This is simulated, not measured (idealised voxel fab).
The following is a process module called voxel wiring stack.
The cross-section on display is named cut; it measures 285 nm wide, and its cells are 5 nm squares.
Each cross-section below is a grid of square cells, stated as bands in top-down order, with one or more rows of cells making up each band.
Each band's line starts with the height of the band's top and of its bottom, in nm. Then come its materials from left to right, each with its width in nm. One material with "throughout" fills the band from edge to edge. "blank" is empty space.
Below 0: as-received wafer, all one material; heights counted from there. Lowest band: no bottom, goes on down, written "0 nm and below".
Think of "30..40" as a width that walks from the first number to the second as you go down the band, top row to bottom row, taking equal-sized steps from row to row.
"changes: none" -> step changed no cross-section cell.
In "Closed cavities" the enclosed voids are listed, meaning empty spaces of 8 cells or larger without any opening to the top. The form is width x height at distance, distance from the left edge, units nm.
Formally, on a step line, whatever follows the settings is a remark that the simulator itself makes on the step.
"overlay nm" denotes, for a step that has a mask, the displacement of the mask to the right of its planned place, with negative values corresponding to the left.

Process steps (planned):
- 1: RECEIVE [material Si]
- 2: CONFORMAL_DEP [material SiO2] [thk nm 10]
- 3: CONFORMAL_DEP [material SiN] [thk nm 5]
- 4: DIRECTIONAL_DEP [material lowk] [thk nm 25]
- 5: MASKED_ETCH [tone open] [mask id METAL_1] [width nm 25] [pitch nm 55] [etch materials lowk] [depth nm 25] [overlay nm 0]
- 6: MASKED_ETCH [tone open] [mask id METAL_1] [width nm 25] [pitch nm 55] [etch materials SiN] [depth nm 5] [overlay nm 0]
- 7: CONFORMAL_DEP [material TiN] [thk nm 5]
- 8: FILL_DEP [material Cu] [thk nm 5]
- 9: CMP [height nm 40]
- 10: CONFORMAL_DEP [material SiCN] [thk nm 5]
- 11: DIRECTIONAL_DEP [material SiO2] [thk nm 25]
- 12: DIRECTIONAL_DEP [material aC] [thk nm 10]
- 13: PATTERN [tone open] [mask id METAL_2_HOLES] [material resist] [width nm 15] [thk nm 30] [overlay nm 0]
- 14: DIRECTIONAL_ETCH [etch materials aC] [depth nm 10]
- 15: STRIP [etch materials resist]
- 16: DIRECTIONAL_ETCH [etch materials SiO2] [depth nm 25]
- 17: STRIP [etch materials aC]
- 18: MASKED_ETCH [tone open] [mask id METAL_2] [width nm 25] [pitch nm 55] [etch materials SiO2] [depth nm 15] [overlay nm 0]
- 19: MASKED_ETCH [tone open] [mask id METAL_2] [width nm 25] [pitch nm 55] [etch materials SiCN] [depth nm 5] [overlay nm 0]
- 20: CONFORMAL_DEP [material TiN] [thk nm 5]
- 21: FILL_DEP [material Cu] [thk nm 5]
- 22: CMP [height nm 70]
- 23: CONFORMAL_DEP [material SiCN] [thk nm 5]
- 24: DIRECTIONAL_DEP [material SiO2] [thk nm 30]
- 25: MASKED_ETCH [tone open] [mask id METAL_3] [width nm 25] [pitch nm 55] [etch materials SiO2] [depth nm 20] [overlay nm 0]
- 26: DIRECTIONAL_DEP [material aC] [thk nm 10]
- 27: PATTERN [tone open] [mask id METAL_3_HOLES] [material resist] [width nm 15] [pitch nm 55] [thk nm 25] [overlay nm 0]
- 28: DIRECTIONAL_ETCH [etch materials aC] [depth nm 10]
- 29: STRIP [etch materials resist]
- 30: DIRECTIONAL_ETCH [etch materials SiO2] [depth nm 10]
- 31: DIRECTIONAL_ETCH [etch materials SiCN] [depth nm 5]
- 32: STRIP [etch materials aC]
- 33: CONFORMAL_DEP [material TiN] [thk nm 5]
- 34: FILL_DEP [material Cu] [thk nm 5]
- 35: CMP [height nm 95]
- 36: CONFORMAL_DEP [material SiCN] [thk nm 5]
- 37: DIRECTIONAL_DEP [material SiO2] [thk nm 25]
- 38: PATTERN [tone open] [mask id METAL_4_HOLES] [material resist] [width nm 15] [pitch nm 55] [thk nm 20] [overlay nm 0]
- 39: DIRECTIONAL_ETCH [etch materials SiO2] [depth nm 25]
- 40: STRIP [etch materials resist]
- 41: PATTERN [tone open] [mask id METAL_4] [material resist] [width nm 25] [pitch nm 55] [thk nm 20] [overlay nm 0]
- 42: DIRECTIONAL_ETCH [etch materials SiO2] [depth nm 15]
- 43: DIRECTIONAL_ETCH [etch materials SiCN] [depth nm 5]
- 44: STRIP [etch materials resist]
- 45: CONFORMAL_DEP [material TiN] [thk nm 5]
- 46: FILL_DEP [material Cu] [thk nm 10]
- 47: CMP [height nm 135]
- 48: CONFORMAL_DEP [material SiN] [thk nm 5]
Split variable: height nm, step 35. Plan value = first wafer. Wafers start alike.

The as-received cross-section of the first of several wafers corresponds to the state after step 1:
* 0 nm and below = Si throughout
* Closed cavities: none

Below is a per-wafer table. In it, each row describes the wafer at the end of the module by giving, for each material, the number of cells gained (+) or lost (-) since the wafer was received, and after that the closed voids of the wafer:
height nm 95; +138 Cu; +156 SiCN; +104 SiN; +802 SiO2; +161 TiN; +235 lowk; Closed cavities: none
height nm 100; +87 Cu; +156 SiCN; +104 SiN; +849 SiO2; +165 TiN; +235 lowk; Closed cavities: none
height nm 105; +87 Cu; +156 SiCN; +104 SiN; +896 SiO2; +118 TiN; +235 lowk; Closed cavities: none
height nm 110; +87 Cu; +156 SiCN; +104 SiN; +849 SiO2; +165 TiN; +235 lowk; Closed cavities: none
height nm 115; +138 Cu; +156 SiCN; +104 SiN; +802 SiO2; +161 TiN; +235 lowk; Closed cavities: none
